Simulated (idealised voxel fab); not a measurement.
Title: Process Module voxel self aligned vias
285 nm wide, 5 nm square cells: that's cross-section cut.
Square cells in a grid make up a cross-section in this document, and the grid is given as bands, listed from the top down, each one or more rows of cells.
First you get the band's top height and its bottom height, in nm, and then the materials it's made of, left to right, with each width in nm. If you see a single material with "edge to edge", that one covers the band edge to edge. "air" is empty space.
Heads up on the height convention: 0 is the point under which the incoming wafer is all one material, and the lowest band has no bottom, it just keeps going down, like "top 0, no bottom".
Per-row width for "30->40": begins at first number (top row of band), ends at second number (bottom row), increment between rows held constant.
Given "stayed the same" for a step, no cell of the cross-section differs between before and after that step.
In the "Sealed void inventory" entry, you get each enclosed empty space of 8 cells or more, one with no open way to the top, written width x height at distance, distance from the left edge, in nm.
What comes after the settings on a step's line is commentary from the simulator itself on that step.
overlay nm: right-of-plan distance of the mask on a masked step; negative values mean left-of-plan.

The following list gives the planned process steps
1. RECEIVE with material Si
2. CONFORMAL_DEP with material SiO2, thk nm 10
3. CONFORMAL_DEP with material SiCN, thk nm 5
4. DIRECTIONAL_DEP with material lowk, thk nm 20
5. MASKED_ETCH with tone open, mask id LINES, width nm 25, pitch nm 55, etch materials lowk, depth nm 20, overlay nm -15
6. CONFORMAL_DEP with material TiN, thk nm 5
7. FILL_DEP with material Ru, thk nm 10
8. CMP with height nm 35
9. SELECTIVE_ETCH with etch materials W Ru TiN, depth nm 5
10. FILL_DEP with material SiN, thk nm 10
11. CMP with height nm 35
12. DIRECTIONAL_DEP with material lowk, thk nm 20
13. PATTERN with tone open, mask id VIAS, material resist, width nm 35, pitch nm 110, thk nm 20, overlay nm 0
14. DIRECTIONAL_ETCH with etch materials lowk, depth nm 20
15. DIRECTIONAL_ETCH with etch materials SiN, depth nm 5
16. STRIP with etch materials resist
17. CONFORMAL_DEP with material TiN, thk nm 5
18. FILL_DEP with material W, thk nm 5
19. CMP with height nm 55
20. CONFORMAL_DEP with material SiN, thk nm 5
The wafers in this document start out alike and differ in the overlay nm applied at step 5; the plan shows the value used for the first wafer.

First of several wafers (as received, post step 1), cross-sectional view
top 0, no bottom  Si edge to edge
Sealed void inventory: none

The figure below presents a cross-section of the first of several wafers at the conclusion of the module, following its last step, step 20
top 60, bottom 55  SiN edge to edge
top 55, bottom 40  70 of lowk, 5 of TiN, 25 of W, 5 of TiN, 75 of lowk, 5 of TiN, 25 of W, 5 of TiN, 70 of lowk
top 40, bottom 35  70 of lowk, 5 of TiN, 5 of W, 25 of TiN, 75 of lowk, 5 of TiN, 5 of W, 25 of TiN, 70 of lowk
top 35, bottom 30  60 of lowk, 10 of SiN, 15 of TiN, 30 of lowk, 25 of SiN, 30 of lowk, 10 of SiN, 15 of TiN, 90 of lowk
top 30, bottom 20  60 of lowk, 5 of TiN, 15 of Ru, 5 of TiN, 30 of lowk, 5 of TiN, 15 of Ru, 5 of TiN, 30 of lowk, 5 of TiN, 15 of Ru, 5 of TiN, 90 of lowk
top 20, bottom 15  60 of lowk, 25 of TiN, 30 of lowk, 25 of TiN, 30 of lowk, 25 of TiN, 90 of lowk
top 15, bottom 10  SiCN edge to edge
top 10, bottom 0  SiO2 edge to edge
top 0, no bottom  Si edge to edge
Sealed void inventory: none

Final wafer of several, shown in cross-section at the end of the module
top 60, bottom 55  SiN edge to edge
top 55, bottom 40  70 of lowk, 5 of TiN, 25 of W, 5 of TiN, 75 of lowk, 5 of TiN, 25 of W, 5 of TiN, 70 of lowk
top 40, bottom 35  70 of lowk, 25 of TiN, 5 of W, 5 of TiN, 75 of lowk, 25 of TiN, 5 of W, 5 of TiN, 70 of lowk
top 35, bottom 30  90 of lowk, 15 of TiN, 10 of SiN, 30 of lowk, 25 of SiN, 30 of lowk, 15 of TiN, 10 of SiN, 60 of lowk
top 30, bottom 20  90 of lowk, 5 of TiN, 15 of Ru, 5 of TiN, 30 of lowk, 5 of TiN, 15 of Ru, 5 of TiN, 30 of lowk, 5 of TiN, 15 of Ru, 5 of TiN, 60 of lowk
top 20, bottom 15  90 of lowk, 25 of TiN, 30 of lowk, 25 of TiN, 30 of lowk, 25 of TiN, 60 of lowk
top 15, bottom 10  SiCN edge to edge
top 10, bottom 0  SiO2 edge to edge
top 0, no bottom  Si edge to edge
Sealed void inventory: none

Each row below is a wafer at the end of the module, listing for every material the number of cells it has gained (+) or lost (-) since it was received, followed by its closed voids
overlay nm -15 | +18 Ru | +57 SiCN | +66 SiN | +114 SiO2 | +57 TiN | +32 W | +340 lowk | Sealed void inventory: none
overlay nm -10 | +18 Ru | +57 SiCN | +64 SiN | +114 SiO2 | +57 TiN | +34 W | +340 lowk | Sealed void inventory: none
overlay nm -5 | +18 Ru | +57 SiCN | +62 SiN | +114 SiO2 | +57 TiN | +36 W | +340 lowk | Sealed void inventory: none
overlay nm 0 | +18 Ru | +57 SiCN | +62 SiN | +114 SiO2 | +57 TiN | +36 W | +340 lowk | Sealed void inventory: none
overlay nm 5 | +18 Ru | +57 SiCN | +62 SiN | +114 SiO2 | +57 TiN | +36 W | +340 lowk | Sealed void inventory: none
overlay nm 10 | +18 Ru | +57 SiCN | +64 SiN | +114 SiO2 | +57 TiN | +34 W | +340 lowk | Sealed void inventory: none
overlay nm 15 | +18 Ru | +57 SiCN | +66 SiN | +114 SiO2 | +57 TiN | +32 W | +340 lowk | Sealed void inventory: none
